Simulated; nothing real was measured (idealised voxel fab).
Name of the process module below: voxel ribs on slabs
Each square cell in cross-section cut measures 5 nm, and the section as a whole is 155 nm wide.
Think of the cross-section as a grid of square cells. We describe it in bands, top to bottom, and each band covers one or more rows of those cells. For a band, the entry starts with two heights in nm, that of the top and then that of the bottom, and carries on with the band's materials in order from left to right, each alongside its width in nm; the word "throughout" beside a single material means it fills the band edge to edge, and "air" means empty space. Measure heights from 0. That's the level where, below it, the as-received wafer is all one material. The lowest band is bottomless and extends downward; write it as in "0..down". Top row gets the first number, bottom row gets the second, and each row in between changes by the same step: that is how a band width like "30->40" works. What does "no change occurred" mean for a step? It means no cell of the cross-section changed in that step. If an empty space has no open way to the top and is at least 8 cells in size, "Completely sealed voids" lists it, written width x height at distance, where distance is measured from the left edge and every value is in nm. Post-settings text on a step line: simulator's own remark regarding the step. The line of a step may include "overlay nm". On a step with a mask, this value is how far to the right of its planned place the mask lay. A negative value means the mask lay to the left.
The planned process steps are enumerated hereunder:
1 RECEIVE (material Si)
2 DIRECTIONAL_DEP (material SiO2; thk nm 25)
3 DIRECTIONAL_DEP (material SiN; thk nm 20)
4 PATTERN (tone cover; mask id RIB; material resist; width nm 20; thk nm 20; overlay nm 0)
5 DIRECTIONAL_ETCH (etch materials SiN; depth nm 10)
6 STRIP (etch materials resist)
7 MASKED_ETCH (tone cover; mask id SLAB; width nm 60; etch materials SiN; depth nm 10; overlay nm 0)
8 FILL_DEP (material SiO2; thk nm 25)
9 CMP (height nm 60)
10 DIRECTIONAL_DEP (material TiN; thk nm 5)
11 MASKED_ETCH (tone cover; mask id HEATER; width nm 30; etch materials TiN; depth nm 5; overlay nm 0)
12 CONFORMAL_DEP (material SiO2; thk nm 5)
Cross-section of the wafer at receipt, which is the condition after step 1:
* 0..down  Si throughout
* Completely sealed voids: none
Cross-section, first of two wafers, end of module, run as planned:
* 70..65  air 55 nm | SiO2 40 nm | air 60 nm
* 65..60  SiO2 60 nm | TiN 30 nm | SiO2 65 nm
* 60..45  SiO2 throughout
* 45..35  SiO2 65 nm | SiN 20 nm | SiO2 70 nm
* 35..25  SiO2 45 nm | SiN 60 nm | SiO2 50 nm
* 25..0  SiO2 throughout
* 0..down  Si throughout
* Completely sealed voids: none
second wafer at the end: like start, like plan, one mistake:
* 70..65  air 55 nm | SiO2 40 nm | air 60 nm
* 65..60  SiO2 60 nm | TiN 30 nm | SiO2 65 nm
* 60..55  SiO2 throughout
* 55..45  SiO2 65 nm | SiN 20 nm | SiO2 70 nm
* 45..35  SiO2 45 nm | SiN 60 nm | SiO2 50 nm
* 35..0  SiO2 throughout
* 0..down  Si throughout
* Completely sealed voids: none
What was the processing mistake? planned and actual differ for step 2; actual: DIRECTIONAL_DEP (material SiO2; thk nm 35)
The concluding comparison shows that, measured in cells, each material is equally abundant on both wafers, albeit at different positions.
